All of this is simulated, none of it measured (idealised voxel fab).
Title: Process Module voxel transistor to metal
Section shown: cut. Width: 210 nm. Cell size: 5 nm, square.
Bands, listed from the top down, are how a cross-section gets written in this document; the cross-section itself is a grid of square cells, and a band is one or more rows of them. Read a band's entry like this: the first values are the height of its top and the height of its bottom in nm, and what follows is the sequence of materials from left to right, each with its width in nm. Note that "blank" is empty space, and that a single material marked "all across" reaches across the band from edge to edge. Below 0: as-received wafer, all one material; heights counted from there. Lowest band: no bottom, goes on down, written "0 -> down". It should be noted that a width expressed as "30 to 40" varies in equal increments from row to row of cells within the band, taking the value of the first number at the top row and that of the second number at the bottom row. Any step labelled "same as before" changed none of the cells in the cross-section. Look at "Fully sealed cavities" for the closed voids: empty spaces with no open path to the top, sized 8 cells or up. Each is width x height at distance, distance from the left edge, all nm. Read whatever lies past the settings on a step's line as the simulator's own remark about the step. "overlay nm" answers the question of how far to the right of plan the mask lay on a step that has a mask, and when it is negative the answer is to the left.
**Planned step list for the process**
- 1: RECEIVE [material Si]
- 2: CONFORMAL_DEP [material SiO2] [thk nm 5]
- 3: CONFORMAL_DEP [material SiN] [thk nm 15]
- 4: DIRECTIONAL_DEP [material aC] [thk nm 10]
- 5: PATTERN [tone cover] [mask id ACTIVE] [material resist] [width nm 85] [thk nm 30] [overlay nm 0]
- 6: DIRECTIONAL_ETCH [etch materials aC] [depth nm 10]
- 7: STRIP [etch materials resist]
- 8: DIRECTIONAL_ETCH [etch materials SiN] [depth nm 15]
- 9: DIRECTIONAL_ETCH [etch materials SiO2] [depth nm 5]
- 10: DIRECTIONAL_ETCH [etch materials Si] [depth nm 25]
- 11: STRIP [etch materials aC]
- 12: OXIDIZE [depth nm 5]
- 13: FILL_DEP [material SiO2] [thk nm 15]
- 14: CMP [height nm 20]
- 15: SELECTIVE_ETCH [etch materials SiO2] [depth nm 5]
- 16: STRIP [etch materials SiN]
- 17: SELECTIVE_ETCH [etch materials SiO2] [depth nm 5]
- 18: OXIDIZE [depth nm 5]
- 19: DIRECTIONAL_DEP [material polySi] [thk nm 20]
- 20: DIRECTIONAL_DEP [material SiCN] [thk nm 15]
- 21: MASKED_ETCH [tone cover] [mask id GATE] [width nm 15] [etch materials SiCN] [depth nm 25] [overlay nm 0]
- 22: MASKED_ETCH [tone cover] [mask id GATE] [width nm 15] [etch materials polySi] [depth nm 30] [overlay nm 0]
- 23: CONFORMAL_DEP [material SiO2] [thk nm 5]
- 24: DIRECTIONAL_ETCH [etch materials SiO2] [depth nm 5]
- 25: CONFORMAL_DEP [material SiN] [thk nm 5]
- 26: DIRECTIONAL_ETCH [etch materials SiN] [depth nm 5]
- 27: DIRECTIONAL_ETCH [etch materials SiO2] [depth nm 5]
- 28: DIRECTIONAL_ETCH [etch materials Si] [depth nm 5]
- 29: EPI [material pSi] [thk nm 10]
- 30: FILL_DEP [material SiO2] [thk nm 5]
- 31: CMP [height nm 35]
- 32: DIRECTIONAL_DEP [material SiO2] [thk nm 15]
- 33: PATTERN [tone open] [mask id CONTACT] [material resist] [width nm 25] [pitch nm 50] [thk nm 15] [overlay nm 0]
- 34: DIRECTIONAL_ETCH [etch materials SiO2] [depth nm 50]
- 35: STRIP [etch materials resist]
- 36: CONFORMAL_DEP [material TiN] [thk nm 5]
- 37: FILL_DEP [material Ru] [thk nm 10]
- 38: CMP [height nm 50]
- 39: CONFORMAL_DEP [material SiCN] [thk nm 5]
- 40: DIRECTIONAL_DEP [material lowk] [thk nm 15]
- 41: DIRECTIONAL_DEP [material aC] [thk nm 15]
- 42: PATTERN [tone open] [mask id METAL_1] [material resist] [width nm 15] [pitch nm 60] [thk nm 30] [overlay nm 0]
- 43: DIRECTIONAL_ETCH [etch materials aC] [depth nm 15]
- 44: STRIP [etch materials resist]
- 45: DIRECTIONAL_ETCH [etch materials lowk] [depth nm 15]
- 46: DIRECTIONAL_ETCH [etch materials SiCN] [depth nm 5]
- 47: STRIP [etch materials aC]
- 48: CONFORMAL_DEP [material TiN] [thk nm 5]
- 49: FILL_DEP [material Ru] [thk nm 10]
- 50: CMP [height nm 70]
- 51: CONFORMAL_DEP [material SiCN] [thk nm 5]
- 52: DIRECTIONAL_DEP [material SiO2] [thk nm 35]
- 53: DIRECTIONAL_DEP [material aC] [thk nm 15]
- 54: PATTERN [tone open] [mask id METAL_2] [material resist] [width nm 15] [pitch nm 60] [thk nm 35] [overlay nm 0]
- 55: DIRECTIONAL_ETCH [etch materials aC] [depth nm 15]
- 56: STRIP [etch materials resist]
- 57: DIRECTIONAL_ETCH [etch materials SiO2] [depth nm 20]
- 58: STRIP [etch materials aC]
- 59: MASKED_ETCH [tone open] [mask id METAL_2_HOLES] [width nm 15] [pitch nm 60] [etch materials SiO2] [depth nm 15] [overlay nm 0]
- 60: MASKED_ETCH [tone open] [mask id METAL_2_HOLES] [width nm 15] [pitch nm 60] [etch materials SiCN] [depth nm 5] [overlay nm 0]
- 61: CONFORMAL_DEP [material TiN] [thk nm 5]
- 62: FILL_DEP [material Cu] [thk nm 5]
- 63: CMP [height nm 110]
- 64: CONFORMAL_DEP [material SiN] [thk nm 5]
**What follows covers the first of two wafers; it ran as planned**
**Step 1 complete: cross-section of the wafer as received**
0 -> down = Si all across
Fully sealed cavities: none
**after step 2**
5 -> 0 = SiO2 all across
Unchanged below 0.
**after step 3**
20 -> 5 = SiN all across
Unchanged below 5.
**after step 4**
30 -> 20 = aC all across
Unchanged below 20.
**after step 5**
60 -> 30 = blank=60  resist=85  blank=65
Unchanged below 30.
**after step 6**
50 -> 30 = blank=60  resist=85  blank=65
30 -> 20 = blank=60  aC=85  blank=65
Unchanged below 20.
**after step 7**
30 -> 20 = blank=60  aC=85  blank=65
Unchanged below 20.
**after step 8**
30 -> 20 = blank=60  aC=85  blank=65
20 -> 5 = blank=60  SiN=85  blank=65
Unchanged below 5.
**after step 9**
30 -> 20 = blank=60  aC=85  blank=65
20 -> 5 = blank=60  SiN=85  blank=65
5 -> 0 = blank=60  SiO2=85  blank=65
Unchanged below 0.
**after step 10**
30 -> 20 = blank=60  aC=85  blank=65
20 -> 5 = blank=60  SiN=85  blank=65
5 -> 0 = blank=60  SiO2=85  blank=65
0 -> -25 = blank=60  Si=85  blank=65
Unchanged below -25.
**after step 11**
20 -> 5 = blank=60  SiN=85  blank=65
Unchanged below 5.
**after step 12**
20 -> 5 = blank=60  SiN=85  blank=65
5 -> 0 = blank=60  SiO2=85  blank=65
0 -> -25 = blank=60  SiO2=5  Si=75  SiO2=5  blank=65
-25 -> -30 = SiO2=65  Si=75  SiO2=70
Unchanged below -30.
**after step 13**
35 -> 20 = SiO2 all across
20 -> 5 = SiO2=60  SiN=85  SiO2=65
5 -> 0 = SiO2 all across
0 -> -30 = SiO2=65  Si=75  SiO2=70
Unchanged below -30.
**after step 14**
20 -> 5 = SiO2=60  SiN=85  SiO2=65
Unchanged below 5.
**after step 15**
20 -> 15 = blank=60  SiN=85  blank=65
Unchanged below 15.
**after step 16**
15 -> 5 = SiO2=60  blank=85  SiO2=65
Unchanged below 5.
**after step 17**
10 -> 0 = SiO2=55  blank=95  SiO2=60
Unchanged below 0.
**after step 18**
10 -> 0 = SiO2=55  blank=95  SiO2=60
0 -> -5 = SiO2 all across
Unchanged below -5.
**after step 19**
30 -> 20 = polySi=55  blank=95  polySi=60
20 -> 10 = polySi all across
10 -> 0 = SiO2=55  polySi=95  SiO2=60
Unchanged below 0.
**after step 20**
45 -> 35 = SiCN=55  blank=95  SiCN=60
35 -> 30 = SiCN all across
30 -> 20 = polySi=55  SiCN=95  polySi=60
Unchanged below 20.
**after step 21**
35 -> 30 = blank=95  SiCN=15  blank=100
30 -> 20 = polySi=55  blank=40  SiCN=15  blank=40  polySi=60
Unchanged below 20.
**after step 22**
35 -> 20 = blank=95  SiCN=15  blank=100
20 -> 10 = blank=95  polySi=15  blank=100
10 -> 0 = SiO2=55  blank=40  polySi=15  blank=40  SiO2=60
Unchanged below 0.
**after step 23**
40 -> 35 = blank=90  SiO2=25  blank=95
35 -> 20 = blank=90  SiO2=5  SiCN=15  SiO2=5  blank=95
20 -> 15 = blank=90  SiO2=5  polySi=15  SiO2=5  blank=95
15 -> 5 = SiO2=60  blank=30  SiO2=5  polySi=15  SiO2=5  blank=30  SiO2=65
5 -> 0 = SiO2=95  polySi=15  SiO2=100
Unchanged below 0.
**after step 24**
35 -> 20 = blank=90  SiO2=5  SiCN=15  SiO2=5  blank=95
20 -> 10 = blank=90  SiO2=5  polySi=15  SiO2=5  blank=95
10 -> 0 = SiO2=60  blank=30  SiO2=5  polySi=15  SiO2=5  blank=30  SiO2=65
Unchanged below 0.
**after step 25**
40 -> 35 = blank=85  SiN=35  blank=90
35 -> 20 = blank=85  SiN=5  SiO2=5  SiCN=15  SiO2=5  SiN=5  blank=90
20 -> 15 = blank=85  SiN=5  SiO2=5  polySi=15  SiO2=5  SiN=5  blank=90
15 -> 10 = SiN=65  blank=20  SiN=5  SiO2=5  polySi=15  SiO2=5  SiN=5  blank=20  SiN=70
10 -> 5 = SiO2=60  SiN=5  blank=20  SiN=5  SiO2=5  polySi=15  SiO2=5  SiN=5  blank=20  SiN=5  SiO2=65
5 -> 0 = SiO2=60  SiN=30  SiO2=5  polySi=15  SiO2=5  SiN=30  SiO2=65
Unchanged below 0.
**after step 26**
35 -> 20 = blank=85  SiN=5  SiO2=5  SiCN=15  SiO2=5  SiN=5  blank=90
20 -> 10 = blank=85  SiN=5  SiO2=5  polySi=15  SiO2=5  SiN=5  blank=90
10 -> 0 = SiO2=60  SiN=5  blank=20  SiN=5  SiO2=5  polySi=15  SiO2=5  SiN=5  blank=20  SiN=5  SiO2=65
Unchanged below 0.
**after step 27**
35 -> 30 = blank=85  SiN=5  blank=5  SiCN=15  blank=5  SiN=5  blank=90
30 -> 20 = blank=85  SiN=5  SiO2=5  SiCN=15  SiO2=5  SiN=5  blank=90
20 -> 10 = blank=85  SiN=5  SiO2=5  polySi=15  SiO2=5  SiN=5  blank=90
10 -> 5 = blank=60  SiN=5  blank=20  SiN=5  SiO2=5  polySi=15  SiO2=5  SiN=5  blank=20  SiN=5  blank=65
5 -> 0 = SiO2=60  SiN=5  blank=20  SiN=5  SiO2=5  polySi=15  SiO2=5  SiN=5  blank=20  SiN=5  SiO2=65
0 -> -5 = SiO2=65  blank=20  SiO2=35  blank=20  SiO2=70
Unchanged below -5.
**after step 28**
35 -> 30 = blank=85  SiN=5  blank=5  SiCN=15  blank=5  SiN=5  blank=90
30 -> 20 = blank=85  SiN=5  SiO2=5  SiCN=15  SiO2=5  SiN=5  blank=90
20 -> 10 = blank=85  SiN=5  SiO2=5  polySi=15  SiO2=5  SiN=5  blank=90
10 -> 5 = blank=60  SiN=5  blank=20  SiN=5  SiO2=5  polySi=15  SiO2=5  SiN=5  blank=20  SiN=5  blank=65
5 -> 0 = SiO2=60  SiN=5  blank=20  SiN=5  SiO2=5  polySi=15  SiO2=5  SiN=5  blank=20  SiN=5  SiO2=65
0 -> -5 = SiO2=65  blank=20  SiO2=35  blank=20  SiO2=70
-5 -> -10 = SiO2=65  blank=20  Si=35  blank=20  SiO2=70
Unchanged below -10.
**after step 29**
35 -> 30 = blank=85  SiN=5  blank=5  SiCN=15  blank=5  SiN=5  blank=90
30 -> 20 = blank=85  SiN=5  SiO2=5  SiCN=15  SiO2=5  SiN=5  blank=90
20 -> 10 = blank=85  SiN=5  SiO2=5  polySi=15  SiO2=5  SiN=5  blank=90
10 -> 5 = blank=60  SiN=5  blank=20  SiN=5  SiO2=5  polySi=15  SiO2=5  SiN=5  blank=20  SiN=5  blank=65
5 -> 0 = SiO2=60  SiN=5  blank=10  pSi=10  SiN=5  SiO2=5  polySi=15  SiO2=5  SiN=5  pSi=10  blank=10  SiN=5  SiO2=65
0 -> -5 = SiO2=65  pSi=20  SiO2=35  pSi=20  SiO2=70
-5 -> -10 = SiO2=65  pSi=20  Si=35  pSi=20  SiO2=70
Unchanged below -10.
**after step 30**
40 -> 35 = SiO2 all across
35 -> 20 = SiO2=85  SiN=5  SiO2=5  SiCN=15  SiO2=5  SiN=5  SiO2=90
20 -> 10 = SiO2=85  SiN=5  SiO2=5  polySi=15  SiO2=5  SiN=5  SiO2=90
10 -> 5 = SiO2=60  SiN=5  SiO2=20  SiN=5  SiO2=5  polySi=15  SiO2=5  SiN=5  SiO2=20  SiN=5  SiO2=65
5 -> 0 = SiO2=60  SiN=5  SiO2=10  pSi=10  SiN=5  SiO2=5  polySi=15  SiO2=5  SiN=5  pSi=10  SiO2=10  SiN=5  SiO2=65
Unchanged below 0.
**after step 31**
35 -> 20 = SiO2=85  SiN=5  SiO2=5  SiCN=15  SiO2=5  SiN=5  SiO2=90
Unchanged below 20.
**after step 32**
50 -> 35 = SiO2 all across
Unchanged below 35.
**after step 33**
65 -> 50 = resist=65  blank=25  resist=25  blank=25  resist=70
Unchanged below 50.
**after step 34**
65 -> 50 = resist=65  blank=25  resist=25  blank=25  resist=70
50 -> 35 = SiO2=65  blank=25  SiO2=25  blank=25  SiO2=70
35 -> 20 = SiO2=65  blank=20  SiN=5  SiO2=5  SiCN=15  SiO2=5  SiN=5  blank=20  SiO2=70
20 -> 10 = SiO2=65  blank=20  SiN=5  SiO2=5  polySi=15  SiO2=5  SiN=5  blank=20  SiO2=70
10 -> 5 = SiO2=60  SiN=5  blank=20  SiN=5  SiO2=5  polySi=15  SiO2=5  SiN=5  blank=20  SiN=5  SiO2=65
5 -> 0 = SiO2=60  SiN=5  blank=10  pSi=10  SiN=5  SiO2=5  polySi=15  SiO2=5  SiN=5  pSi=10  blank=10  SiN=5  SiO2=65
Unchanged below 0.
**after step 35**
50 -> 35 = SiO2=65  blank=25  SiO2=25  blank=25  SiO2=70
Unchanged below 35.
**after step 36**
55 -> 50 = TiN=70  blank=15  TiN=35  blank=15  TiN=75
50 -> 40 = SiO2=65  TiN=5  blank=15  TiN=5  SiO2=25  TiN=5  blank=15  TiN=5  SiO2=70
40 -> 35 = SiO2=65  TiN=5  blank=10  TiN=10  SiO2=25  TiN=10  blank=10  TiN=5  SiO2=70
35 -> 20 = SiO2=65  TiN=5  blank=10  TiN=5  SiN=5  SiO2=5  SiCN=15  SiO2=5  SiN=5  TiN=5  blank=10  TiN=5  SiO2=70
20 -> 10 = SiO2=65  TiN=5  blank=10  TiN=5  SiN=5  SiO2=5  polySi=15  SiO2=5  SiN=5  TiN=5  blank=10  TiN=5  SiO2=70
10 -> 5 = SiO2=60  SiN=5  TiN=20  SiN=5  SiO2=5  polySi=15  SiO2=5  SiN=5  TiN=20  SiN=5  SiO2=65
5 -> 0 = SiO2=60  SiN=5  TiN=10  pSi=10  SiN=5  SiO2=5  polySi=15  SiO2=5  SiN=5  pSi=10  TiN=10  SiN=5  SiO2=65
Unchanged below 0.
**after step 37**
65 -> 55 = Ru all across
55 -> 50 = TiN=70  Ru=15  TiN=35  Ru=15  TiN=75
50 -> 40 = SiO2=65  TiN=5  Ru=15  TiN=5  SiO2=25  TiN=5  Ru=15  TiN=5  SiO2=70
40 -> 35 = SiO2=65  TiN=5  Ru=10  TiN=10  SiO2=25  TiN=10  Ru=10  TiN=5  SiO2=70
35 -> 20 = SiO2=65  TiN=5  Ru=10  TiN=5  SiN=5  SiO2=5  SiCN=15  SiO2=5  SiN=5  TiN=5  Ru=10  TiN=5  SiO2=70
20 -> 10 = SiO2=65  TiN=5  Ru=10  TiN=5  SiN=5  SiO2=5  polySi=15  SiO2=5  SiN=5  TiN=5  Ru=10  TiN=5  SiO2=70
Unchanged below 10.
**after step 38**
50 -> 40 = SiO2=65  TiN=5  Ru=15  TiN=5  SiO2=25  TiN=5  Ru=15  TiN=5  SiO2=70
Unchanged below 40.
**after step 39**
55 -> 50 = SiCN all across
Unchanged below 50.
**after step 40**
70 -> 55 = lowk all across
Unchanged below 55.
**after step 41**
85 -> 70 = aC all across
Unchanged below 70.
**after step 42**
115 -> 85 = resist=65  blank=15  resist=45  blank=15  resist=70
Unchanged below 85.
**after step 43**
100 -> 85 = resist=65  blank=15  resist=45  blank=15  resist=70
85 -> 70 = aC=65  blank=15  aC=45  blank=15  aC=70
Unchanged below 70.
**after step 44**
85 -> 70 = aC=65  blank=15  aC=45  blank=15  aC=70
Unchanged below 70.
**after step 45**
85 -> 70 = aC=65  blank=15  aC=45  blank=15  aC=70
70 -> 55 = lowk=65  blank=15  lowk=45  blank=15  lowk=70
Unchanged below 55.
**after step 46**
85 -> 70 = aC=65  blank=15  aC=45  blank=15  aC=70
70 -> 55 = lowk=65  blank=15  lowk=45  blank=15  lowk=70
55 -> 50 = SiCN=65  blank=15  SiCN=45  blank=15  SiCN=70
Unchanged below 50.
**after step 47**
70 -> 55 = lowk=65  blank=15  lowk=45  blank=15  lowk=70
Unchanged below 55.
**after step 48**
75 -> 70 = TiN=70  blank=5  TiN=55  blank=5  TiN=75
70 -> 55 = lowk=65  TiN=5  blank=5  TiN=5  lowk=45  TiN=5  blank=5  TiN=5  lowk=70
55 -> 50 = SiCN=65  TiN=15  SiCN=45  TiN=15  SiCN=70
Unchanged below 50.
**after step 49**
85 -> 75 = Ru all across
75 -> 70 = TiN=70  Ru=5  TiN=55  Ru=5  TiN=75
70 -> 55 = lowk=65  TiN=5  Ru=5  TiN=5  lowk=45  TiN=5  Ru=5  TiN=5  lowk=70
Unchanged below 55.
**after step 50**
70 -> 55 = lowk=65  TiN=5  Ru=5  TiN=5  lowk=45  TiN=5  Ru=5  TiN=5  lowk=70
Unchanged below 55.
**after step 51**
75 -> 70 = SiCN all across
Unchanged below 70.
**after step 52**
110 -> 75 = SiO2 all across
Unchanged below 75.
**after step 53**
125 -> 110 = aC all across
Unchanged below 110.
**after step 54**
160 -> 125 = resist=65  blank=15  resist=45  blank=15  resist=70
Unchanged below 125.
**after step 55**
145 -> 125 = resist=65  blank=15  resist=45  blank=15  resist=70
125 -> 110 = aC=65  blank=15  aC=45  blank=15  aC=70
Unchanged below 110.
**after step 56**
125 -> 110 = aC=65  blank=15  aC=45  blank=15  aC=70
Unchanged below 110.
**after step 57**
125 -> 110 = aC=65  blank=15  aC=45  blank=15  aC=70
110 -> 90 = SiO2=65  blank=15  SiO2=45  blank=15  SiO2=70
Unchanged below 90.
**after step 58**
110 -> 90 = SiO2=65  blank=15  SiO2=45  blank=15  SiO2=70
Unchanged below 90.
**after step 59**
110 -> 75 = SiO2=65  blank=15  SiO2=45  blank=15  SiO2=70
Unchanged below 75.
**after step 60**
110 -> 75 = SiO2=65  blank=15  SiO2=45  blank=15  SiO2=70
75 -> 70 = SiCN=65  blank=15  SiCN=45  blank=15  SiCN=70
Unchanged below 70.
**after step 61**
115 -> 110 = TiN=70  blank=5  TiN=55  blank=5  TiN=75
110 -> 75 = SiO2=65  TiN=5  blank=5  TiN=5  SiO2=45  TiN=5  blank=5  TiN=5  SiO2=70
75 -> 70 = SiCN=65  TiN=15  SiCN=45  TiN=15  SiCN=70
Unchanged below 70.
**after step 62**
120 -> 115 = Cu all across
115 -> 110 = TiN=70  Cu=5  TiN=55  Cu=5  TiN=75
110 -> 75 = SiO2=65  TiN=5  Cu=5  TiN=5  SiO2=45  TiN=5  Cu=5  TiN=5  SiO2=70
Unchanged below 75.
**after step 63**
110 -> 75 = SiO2=65  TiN=5  Cu=5  TiN=5  SiO2=45  TiN=5  Cu=5  TiN=5  SiO2=70
Unchanged below 75.
**after step 64**
115 -> 110 = SiN all across
Unchanged below 110.
**Wafer two of the pair: same origin, same plan, one error during the run; identical to wafer one up to and including step 20**
**Cross-section: second wafer, time at which step 21 was scheduled to end**
45 -> 35 = SiCN=55  blank=95  SiCN=60
35 -> 30 = SiCN=95  blank=15  SiCN=100
30 -> 20 = polySi=55  SiCN=40  blank=15  SiCN=40  polySi=60
Unchanged below 20.
Cross-section: second wafer, time at which step 22 was scheduled to end: same as before
**Cross-section: second wafer, time at which step 23 was scheduled to end**
50 -> 45 = SiO2=60  blank=85  SiO2=65
45 -> 35 = SiCN=55  SiO2=5 to 45  blank=85 to 5  SiO2=5 to 45  SiCN=60
35 -> 30 = SiCN=95  SiO2=5  blank=5  SiO2=5  SiCN=100
30 -> 25 = polySi=55  SiCN=40  SiO2=5  blank=5  SiO2=5  SiCN=40  polySi=60
25 -> 20 = polySi=55  SiCN=40  SiO2=15  SiCN=40  polySi=60
Unchanged below 20.
**Cross-section: second wafer, time at which step 24 was scheduled to end**
45 -> 35 = SiCN=55  SiO2=5  blank=85  SiO2=5  SiCN=60
35 -> 30 = SiCN=95  SiO2=5  blank=5  SiO2=5  SiCN=100
30 -> 20 = polySi=55  SiCN=40  SiO2=5  blank=5  SiO2=5  SiCN=40  polySi=60
Unchanged below 20.
**Cross-section: second wafer, time at which step 25 was scheduled to end**
50 -> 45 = SiN=65  blank=75  SiN=70
45 -> 40 = SiCN=55  SiO2=5  SiN=5  blank=75  SiN=5  SiO2=5  SiCN=60
40 -> 30 = SiCN=55 to 95  SiO2=5  SiN=85 to 5  SiO2=5  SiCN=60 to 100
30 -> 20 = polySi=55  SiCN=40  SiO2=5  SiN=5  SiO2=5  SiCN=40  polySi=60
Unchanged below 20.
**Cross-section: second wafer, time at which step 26 was scheduled to end**
45 -> 35 = SiCN=55  SiO2=5  SiN=5  blank=75  SiN=5  SiO2=5  SiCN=60
Unchanged below 35.
**Cross-section: second wafer, time at which step 27 was scheduled to end**
45 -> 40 = SiCN=55  blank=5  SiN=5  blank=75  SiN=5  blank=5  SiCN=60
40 -> 35 = SiCN=55  SiO2=5  SiN=5  blank=75  SiN=5  SiO2=5  SiCN=60
35 -> 30 = SiCN=95  blank=5  SiN=5  blank=5  SiCN=100
Unchanged below 30.
Cross-section: second wafer, time at which step 28 was scheduled to end: same as before
Cross-section: second wafer, time at which step 29 was scheduled to end: same as before
**Cross-section: second wafer, time at which step 30 was scheduled to end**
50 -> 45 = SiO2 all across
45 -> 35 = SiCN=55  SiO2=5  SiN=5  SiO2=75  SiN=5  SiO2=5  SiCN=60
35 -> 30 = SiCN=95  SiO2=5  SiN=5  SiO2=5  SiCN=100
Unchanged below 30.
**Cross-section: second wafer, time at which step 31 was scheduled to end**
35 -> 30 = SiCN=95  SiO2=5  SiN=5  SiO2=5  SiCN=100
Unchanged below 30.
**Cross-section: second wafer, time at which step 32 was scheduled to end**
50 -> 35 = SiO2 all across
Unchanged below 35.
**Cross-section: second wafer, time at which step 33 was scheduled to end**
65 -> 50 = resist=65  blank=25  resist=25  blank=25  resist=70
Unchanged below 50.
**Cross-section: second wafer, time at which step 34 was scheduled to end**
65 -> 50 = resist=65  blank=25  resist=25  blank=25  resist=70
50 -> 35 = SiO2=65  blank=25  SiO2=25  blank=25  SiO2=70
Unchanged below 35.
**Cross-section: second wafer, time at which step 35 was scheduled to end**
50 -> 35 = SiO2=65  blank=25  SiO2=25  blank=25  SiO2=70
Unchanged below 35.
**Cross-section: second wafer, time at which step 36 was scheduled to end**
55 -> 50 = TiN=70  blank=15  TiN=35  blank=15  TiN=75
50 -> 40 = SiO2=65  TiN=5  blank=15  TiN=5  SiO2=25  TiN=5  blank=15  TiN=5  SiO2=70
40 -> 35 = SiO2=65  TiN=25  SiO2=25  TiN=25  SiO2=70
Unchanged below 35.
**Cross-section: second wafer, time at which step 37 was scheduled to end**
65 -> 55 = Ru all across
55 -> 50 = TiN=70  Ru=15  TiN=35  Ru=15  TiN=75
50 -> 40 = SiO2=65  TiN=5  Ru=15  TiN=5  SiO2=25  TiN=5  Ru=15  TiN=5  SiO2=70
Unchanged below 40.
**Cross-section: second wafer, time at which step 38 was scheduled to end**
50 -> 40 = SiO2=65  TiN=5  Ru=15  TiN=5  SiO2=25  TiN=5  Ru=15  TiN=5  SiO2=70
Unchanged below 40.
**Cross-section: second wafer, time at which step 39 was scheduled to end**
55 -> 50 = SiCN all across
Unchanged below 50.
**Cross-section: second wafer, time at which step 40 was scheduled to end**
70 -> 55 = lowk all across
Unchanged below 55.
**Cross-section: second wafer, time at which step 41 was scheduled to end**
85 -> 70 = aC all across
Unchanged below 70.
**Cross-section: second wafer, time at which step 42 was scheduled to end**
115 -> 85 = resist=65  blank=15  resist=45  blank=15  resist=70
Unchanged below 85.
**Cross-section: second wafer, time at which step 43 was scheduled to end**
100 -> 85 = resist=65  blank=15  resist=45  blank=15  resist=70
85 -> 70 = aC=65  blank=15  aC=45  blank=15  aC=70
Unchanged below 70.
**Cross-section: second wafer, time at which step 44 was scheduled to end**
85 -> 70 = aC=65  blank=15  aC=45  blank=15  aC=70
Unchanged below 70.
**Cross-section: second wafer, time at which step 45 was scheduled to end**
85 -> 70 = aC=65  blank=15  aC=45  blank=15  aC=70
70 -> 55 = lowk=65  blank=15  lowk=45  blank=15  lowk=70
Unchanged below 55.
**Cross-section: second wafer, time at which step 46 was scheduled to end**
85 -> 70 = aC=65  blank=15  aC=45  blank=15  aC=70
70 -> 55 = lowk=65  blank=15  lowk=45  blank=15  lowk=70
55 -> 50 = SiCN=65  blank=15  SiCN=45  blank=15  SiCN=70
Unchanged below 50.
**Cross-section: second wafer, time at which step 47 was scheduled to end**
70 -> 55 = lowk=65  blank=15  lowk=45  blank=15  lowk=70
Unchanged below 55.
**Cross-section: second wafer, time at which step 48 was scheduled to end**
75 -> 70 = TiN=70  blank=5  TiN=55  blank=5  TiN=75
70 -> 55 = lowk=65  TiN=5  blank=5  TiN=5  lowk=45  TiN=5  blank=5  TiN=5  lowk=70
55 -> 50 = SiCN=65  TiN=15  SiCN=45  TiN=15  SiCN=70
Unchanged below 50.
**Cross-section: second wafer, time at which step 49 was scheduled to end**
85 -> 75 = Ru all across
75 -> 70 = TiN=70  Ru=5  TiN=55  Ru=5  TiN=75
70 -> 55 = lowk=65  TiN=5  Ru=5  TiN=5  lowk=45  TiN=5  Ru=5  TiN=5  lowk=70
Unchanged below 55.
**Cross-section: second wafer, time at which step 50 was scheduled to end**
70 -> 55 = lowk=65  TiN=5  Ru=5  TiN=5  lowk=45  TiN=5  Ru=5  TiN=5  lowk=70
Unchanged below 55.
**Cross-section: second wafer, time at which step 51 was scheduled to end**
75 -> 70 = SiCN all across
Unchanged below 70.
**Cross-section: second wafer, time at which step 52 was scheduled to end**
110 -> 75 = SiO2 all across
Unchanged below 75.
**Cross-section: second wafer, time at which step 53 was scheduled to end**
125 -> 110 = aC all across
Unchanged below 110.
**Cross-section: second wafer, time at which step 54 was scheduled to end**
160 -> 125 = resist=65  blank=15  resist=45  blank=15  resist=70
Unchanged below 125.
**Cross-section: second wafer, time at which step 55 was scheduled to end**
145 -> 125 = resist=65  blank=15  resist=45  blank=15  resist=70
125 -> 110 = aC=65  blank=15  aC=45  blank=15  aC=70
Unchanged below 110.
**Cross-section: second wafer, time at which step 56 was scheduled to end**
125 -> 110 = aC=65  blank=15  aC=45  blank=15  aC=70
Unchanged below 110.
**Cross-section: second wafer, time at which step 57 was scheduled to end**
125 -> 110 = aC=65  blank=15  aC=45  blank=15  aC=70
110 -> 90 = SiO2=65  blank=15  SiO2=45  blank=15  SiO2=70
Unchanged below 90.
**Cross-section: second wafer, time at which step 58 was scheduled to end**
110 -> 90 = SiO2=65  blank=15  SiO2=45  blank=15  SiO2=70
Unchanged below 90.
**Cross-section: second wafer, time at which step 59 was scheduled to end**
110 -> 75 = SiO2=65  blank=15  SiO2=45  blank=15  SiO2=70
Unchanged below 75.
**Cross-section: second wafer, time at which step 60 was scheduled to end**
110 -> 75 = SiO2=65  blank=15  SiO2=45  blank=15  SiO2=70
75 -> 70 = SiCN=65  blank=15  SiCN=45  blank=15  SiCN=70
Unchanged below 70.
**Cross-section: second wafer, time at which step 61 was scheduled to end**
115 -> 110 = TiN=70  blank=5  TiN=55  blank=5  TiN=75
110 -> 75 = SiO2=65  TiN=5  blank=5  TiN=5  SiO2=45  TiN=5  blank=5  TiN=5  SiO2=70
75 -> 70 = SiCN=65  TiN=15  SiCN=45  TiN=15  SiCN=70
Unchanged below 70.
**Cross-section: second wafer, time at which step 62 was scheduled to end**
120 -> 115 = Cu all across
115 -> 110 = TiN=70  Cu=5  TiN=55  Cu=5  TiN=75
110 -> 75 = SiO2=65  TiN=5  Cu=5  TiN=5  SiO2=45  TiN=5  Cu=5  TiN=5  SiO2=70
Unchanged below 75.
**Cross-section: second wafer, time at which step 63 was scheduled to end**
110 -> 75 = SiO2=65  TiN=5  Cu=5  TiN=5  SiO2=45  TiN=5  Cu=5  TiN=5  SiO2=70
Unchanged below 75.
**Cross-section: second wafer, time at which step 64 was scheduled to end**
115 -> 110 = SiN all across
Unchanged below 110.
Which mistake was made when the wafer was run? step 21, actual vs plan mismatch, actual run MASKED_ETCH [tone open] [mask id GATE] [width nm 15] [etch materials SiCN] [depth nm 25] [overlay nm 0]
It is noted that, at the conclusion of processing, the second wafer exhibits a higher or lower cell count for certain materials relative to the first: 24 fewer of Ru | 8 more of Si | 62 more of SiCN | 15 fewer of SiN | 139 fewer of SiO2 | 28 fewer of TiN | 20 fewer of pSi | 156 more of polySi
